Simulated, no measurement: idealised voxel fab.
The name of this process module is voxel double patterning.
In the cross-section labelled cut, the width is 195 nm and each square cell is 5 nm.
The cross-sections in this document take the form of a grid made of square cells. They are written out as bands, in order from top to bottom. Each band consists of one or more rows of cells. Quick guide to a band line: top height, bottom height (nm) up front; then every material left to right with its width in nm. Only one material and it's marked "everywhere"? Then it fills the band edge to edge. And "air" just means empty space. Convention: height 0 is the level below which the wafer, as received, is all one material. The lowest band does not terminate at the bottom but continues downward, represented as "0 down". A width such as "30..40" changes by the same amount from each row of cells to the next, from the band's top row to its bottom row. "everything unchanged" (step): cross-section cells unchanged, all of them. So "Closed void catalog" is basically the list of trapped voids: any empty space of 8 cells or more that can't reach the top through an opening. They're written width x height at distance, the distance being from the left edge, and it's all nm. It should be noted that, on the line of a given step, the content following the step's settings is a remark produced by the simulator itself with respect to that step. What "overlay nm" on a step's line means: if the step has a mask, that mask lay this far to the right of its planned place, or, when the value is negative, to the left.
Steps in the process plan
| 1 | RECEIVE,material Si |
| 2 | CONFORMAL_DEP,material SiO2,thk nm 5 |
| 3 | DIRECTIONAL_DEP,material polySi,thk nm 20 |
| 4 | DIRECTIONAL_DEP,material SiN,thk nm 5 |
| 5 | DIRECTIONAL_DEP,material aC,thk nm 10 |
| 6 | PATTERN,tone open,mask id FIRST,material resist,width nm 15,pitch nm 50,thk nm 30,overlay nm -15 |
| 7 | DIRECTIONAL_ETCH,etch materials aC,depth nm 10 |
| 8 | STRIP,etch materials resist |
| 9 | DIRECTIONAL_ETCH,etch materials SiN,depth nm 5 |
| 10 | STRIP,etch materials aC |
| 11 | PATTERN,tone open,mask id SECOND,material resist,width nm 15,thk nm 20,overlay nm 0 |
| 12 | DIRECTIONAL_ETCH,etch materials SiN,depth nm 5 |
| 13 | STRIP,etch materials resist |
| 14 | DIRECTIONAL_ETCH,etch materials polySi,depth nm 20 |
| 15 | STRIP,etch materials SiN |
Split variable: overlay nm, step 6. Plan value = first wafer. Wafers start alike.
After step 1, as received: first of several wafers, cross-section
	0 down: Si everywhere
	Closed void catalog: none
Last step of the module is step 15; after it, the first of several wafers in cross-section
	25 to 5: polySi (50) / air (15) / polySi (25) / air (25) / polySi (80)
	5 to 0: SiO2 everywhere
	0 down: Si everywhere
	Closed void catalog: none
So this is the cross-section on the last wafer at the end of the module
	25 to 5: polySi (80) / air (25) / polySi (25) / air (15) / polySi (50)
	5 to 0: SiO2 everywhere
	0 down: Si everywhere
	Closed void catalog: none
Per wafer, end of module: cells gained (+) or lost (-) per material since receipt, then closed voids
overlay nm -15; +39 SiO2; +124 polySi; Closed void catalog: none
overlay nm -10; +39 SiO2; +120 polySi; Closed void catalog: none
overlay nm -5; +39 SiO2; +120 polySi; Closed void catalog: none
overlay nm 0; +39 SiO2; +120 polySi; Closed void catalog: none
overlay nm 5; +39 SiO2; +120 polySi; Closed void catalog: none
overlay nm 10; +39 SiO2; +120 polySi; Closed void catalog: none
overlay nm 15; +39 SiO2; +124 polySi; Closed void catalog: none
